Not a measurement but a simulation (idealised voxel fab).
process module | voxel gate over fins
cross-section cut | 155 nm wide | cells 5 nm
A cross-section is a grid of square cells, given in bands from the top down. A band is one or more rows of cells.
Each band's line starts with the height of the band's top and of its bottom, in nm. Then come its materials from left to right, each with its width in nm. One material with "throughout" fills the band from edge to edge. "air" is empty space.
Height 0 is the level under which the wafer as received is all one material. The lowest band goes on downwards, as in "0 down".
A width such as "30 to 40" changes by the same amount from each row of cells to the next, from the band's top row to its bottom row.
"no change" after a step means that no cell of the cross-section changed.
closed voids: empty space of 8 cells or more with no open way to the top, each as width x height at its distance from the left edge, in nm
after a step's settings: what the simulator itself notes on the step
overlay nm, on a step with a mask: how far to the right of its planned place the mask lay; to the left if negative
plan
1 op RECEIVE | material Si
2 op CONFORMAL_DEP | material SiN | thk nm 10
3 op PATTERN | tone cover | mask id FINS | material resist | width nm 15 | pitch nm 55 | thk nm 15 | overlay nm 0
4 op DIRECTIONAL_ETCH | etch materials SiN | depth nm 10
5 op DIRECTIONAL_ETCH | etch materials Si | depth nm 30
6 op STRIP | etch materials resist
7 op FILL_DEP | material SiO2 | thk nm 15
8 op CMP | height nm 10
9 op DIRECTIONAL_DEP | material aC | thk nm 15
10 op PATTERN | tone open | mask id RAIL | material resist | width nm 15 | thk nm 30 | overlay nm 0
11 op DIRECTIONAL_ETCH | etch materials aC | depth nm 15
12 op STRIP | etch materials resist
13 op DIRECTIONAL_ETCH | etch materials SiO2 | depth nm 35
14 op STRIP | etch materials aC
15 op CONFORMAL_DEP | material TiN | thk nm 5
16 op FILL_DEP | material Ru | thk nm 5
17 op CMP | height nm 10
18 op SELECTIVE_ETCH | etch materials W Ru TiN | depth nm 30
19 op FILL_DEP | material SiO2 | thk nm 5
20 op CMP | height nm 10
21 op SELECTIVE_ETCH | etch materials SiO2 | depth nm 20
22 op STRIP | etch materials SiN
23 op CONFORMAL_DEP | material HfO2 | thk nm 5
24 op CONFORMAL_DEP | material TiN | thk nm 5
25 op FILL_DEP | material W | thk nm 15
26 op CMP | height nm 20
27 op CONFORMAL_DEP | material SiN | thk nm 10
as received, after step 1
  0 down: Si throughout
  closed voids: none
first wafer at the end, as planned
  30 to 20: SiN throughout
  20 to 10: W throughout
  10 to 5: W 5 | TiN 35 | W 20 | TiN 35 | W 20 | TiN 35 | W 5
  5 to 0: W 5 | TiN 5 | HfO2 25 | TiN 5 | W 20 | TiN 5 | HfO2 25 | TiN 5 | W 20 | TiN 5 | HfO2 25 | TiN 5 | W 5
  0 to -5: TiN 10 | HfO2 5 | Si 15 | HfO2 5 | TiN 30 | HfO2 5 | Si 15 | HfO2 5 | TiN 30 | HfO2 5 | Si 15 | HfO2 5 | TiN 10
  -5 to -10: HfO2 15 | Si 15 | HfO2 40 | Si 15 | HfO2 40 | Si 15 | HfO2 15
  -10 to -20: SiO2 15 | Si 15 | SiO2 40 | Si 15 | SiO2 40 | Si 15 | SiO2 15
  -20 to -25: SiO2 15 | Si 15 | SiO2 10 | TiN 15 | SiO2 15 | Si 15 | SiO2 40 | Si 15 | SiO2 15
  -25 to -30: SiO2 15 | Si 15 | SiO2 40 | Si 15 | SiO2 40 | Si 15 | SiO2 15
  -30 down: Si throughout
  closed voids: none
second wafer at the end: like start, like plan, one mistake
  30 to 20: SiN throughout
  20 to 10: W throughout
  10 to 5: TiN throughout
  5 to 0: HfO2 20 | TiN 5 | HfO2 50 | TiN 5 | HfO2 50 | TiN 5 | HfO2 20
  0 to -5: Si 15 | HfO2 5 | TiN 5 | HfO2 5 | Si 40 | HfO2 5 | TiN 5 | HfO2 5 | Si 40 | HfO2 5 | TiN 5 | HfO2 5 | Si 15
  -5 to -10: Si 15 | HfO2 15 | Si 40 | HfO2 15 | Si 40 | HfO2 15 | Si 15
  -10 to -30: Si 15 | SiO2 15 | Si 40 | SiO2 15 | Si 40 | SiO2 15 | Si 15
  -30 down: Si throughout
  closed voids: none
what went wrong: step 3 ran as: op PATTERN | tone open | mask id FINS | material resist | width nm 15 | pitch nm 55 | thk nm 15 | overlay nm 0
at the end the second wafer has, in cells: 78 more of Si | 49 fewer of SiO2 | 9 fewer of TiN | 20 fewer of W
